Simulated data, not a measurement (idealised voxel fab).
Process module name: voxel released beams
Shown is cross-section cut, with a width of 220 nm and square cells of size 5 nm.
A cross-section in this document is a grid of square cells, and it is written down as bands, the top band listed before the ones below it; a band is made up of one or more rows of cells.
Within each band entry, the heights of the top and of the bottom of the band appear first, in that order and in nm; the materials of the band then follow from left to right, each with its corresponding width in nm. The designation "all across" on a single material indicates that it fills the band from edge to edge; the designation "blank" indicates empty space.
Heights are measured from 0, the level below which the as-received wafer is all one material; the lowest band has no bottom and continues downward, written as in "0 nm and below".
Quick explanation for "30->40": the width changes in equal steps down the rows of cells, from the first number in the band's top row to the second number in its bottom row.
No cell of the cross-section changed in a step that is given as "nothing changed".
The list in "Enclosed empty spaces" covers empty spaces of 8 cells or more that cannot reach the top through any open way, and it gives each as width x height at distance; the distance is from the left edge, and width, height and distance are in nm.
That trailing text on a step's line, after the settings, is the simulator's own remark on the step.
The setting "overlay nm" may be written on the line of a step. When the step uses a mask, the value reports how far to the right of the planned place the mask lay, and a negative value reports that it lay to the left.
## The process steps that were planned are listed below
1 RECEIVE,material Si
2 CONFORMAL_DEP,material SiN,thk nm 10
3 DIRECTIONAL_DEP,material SiO2,thk nm 10
4 MASKED_ETCH,tone open,mask id ANCHOR,width nm 35,etch materials SiO2,depth nm 10,overlay nm -15
5 CONFORMAL_DEP,material W,thk nm 10
6 DIRECTIONAL_DEP,material aC,thk nm 15
7 PATTERN,tone cover,mask id BEAM,material resist,width nm 110,thk nm 30,overlay nm 0
8 DIRECTIONAL_ETCH,etch materials aC,depth nm 15
9 STRIP,etch materials resist
10 DIRECTIONAL_ETCH,etch materials W,depth nm 10
11 STRIP,etch materials aC
12 STRIP,etch materials SiO2
Every wafer here starts from the same state; it is the step 4 overlay nm that distinguishes them, and the value the plan gives belongs to the first wafer.
## Received wafers, first of several: cross-section after step 1
> 0 nm and below: Si all across
> Enclosed empty spaces: none
## End of the module, past its last step, step 12: how the first of several wafers looks in cross-section
> 30 nm to 20 nm: blank 65 nm; W 95 nm; blank 60 nm
> 20 nm to 10 nm: blank 40 nm; W 35 nm; blank 145 nm
> 10 nm to 0 nm: SiN all across
> 0 nm and below: Si all across
> Enclosed empty spaces: none
## So this is the cross-section on the last wafer at the end of the module
> 30 nm to 20 nm: blank 50 nm; W 30 nm; blank 15 nm; W 65 nm; blank 60 nm
> 20 nm to 10 nm: blank 70 nm; W 35 nm; blank 115 nm
> 10 nm to 0 nm: SiN all across
> 0 nm and below: Si all across
> Enclosed empty spaces: none
## Every row in this table is a wafer at the end of the module, and it gives, for each of the materials, the cells that wafer has gained (+) or lost (-) since it was received, then its closed voids
overlay nm -15; +88 SiN; +52 W; Enclosed empty spaces: none
overlay nm -10; +88 SiN; +52 W; Enclosed empty spaces: none
overlay nm -5; +88 SiN; +52 W; Enclosed empty spaces: none
overlay nm 0; +88 SiN; +52 W; Enclosed empty spaces: none
overlay nm 5; +88 SiN; +52 W; Enclosed empty spaces: none
overlay nm 10; +88 SiN; +52 W; Enclosed empty spaces: none
overlay nm 15; +88 SiN; +52 W; Enclosed empty spaces: none
